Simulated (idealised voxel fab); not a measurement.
Title: Process Module voxel tone inversion
The cross-section on display is named cut; it measures 200 nm wide, and its cells are 5 nm squares.
Cross-section = grid of square cells, listed top down in bands; band = one or more rows. Quick guide to a band line: top height, bottom height (nm) up front; then every material left to right with its width in nm. Only one material and it's marked "all across"? Then it fills the band edge to edge. And "air" just means empty space. Heights are measured from 0, the level below which the as-received wafer is all one material; the lowest band has no bottom and continues downward, written as in "from 0 down". The width entry "30->40" should be interpreted row by row: the top row of cells in the band takes the first number, the bottom row takes the second number, and the change between adjacent rows is uniform throughout. "no modifications" after a step means that no cell of the cross-section changed. Reported under the label "Listed closed voids" are the empty spaces having no open way to the top and comprising 8 cells or more; the notation for each is width x height at distance, in which the distance is measured from the left edge and all three values are in nm. Text after the settings on a step's line: the simulator's own remark on that step. The "overlay nm" setting may appear on a step's line; for a step that uses a mask, it gives how far to the right of its planned position the mask lay, and a negative value indicates the left.

Process steps (planned):
1,RECEIVE, material Si
2,CONFORMAL_DEP, material SiN, thk nm 10
3,DIRECTIONAL_DEP, material aC, thk nm 15
4,PATTERN, tone cover, mask id POSTS, material resist, width nm 15, pitch nm 35, thk nm 20, overlay nm 0
5,DIRECTIONAL_ETCH, etch materials aC, depth nm 15
6,STRIP, etch materials resist
7,FILL_DEP, material SiO2, thk nm 10
8,CMP, height nm 25
9,STRIP, etch materials aC

Cross-section of the incoming wafer, state after step 1:
  from 0 down | Si all across
  Listed closed voids: none

Here's the wafer cut in cross-section after the module, started and planned just like above, except one thing was done wrong in the run:
  from 25 to 10 | air (55); SiO2 (15); air (20); SiO2 (15); air (20); SiO2 (15); air (60)
  from 10 to 0 | SiN all across
  from 0 down | Si all across
  Listed closed voids: none
Short version of what went wrong: contrary to plan, step 4 was performed as PATTERN, tone open, mask id POSTS, material resist, width nm 15, pitch nm 35, thk nm 20, overlay nm 0
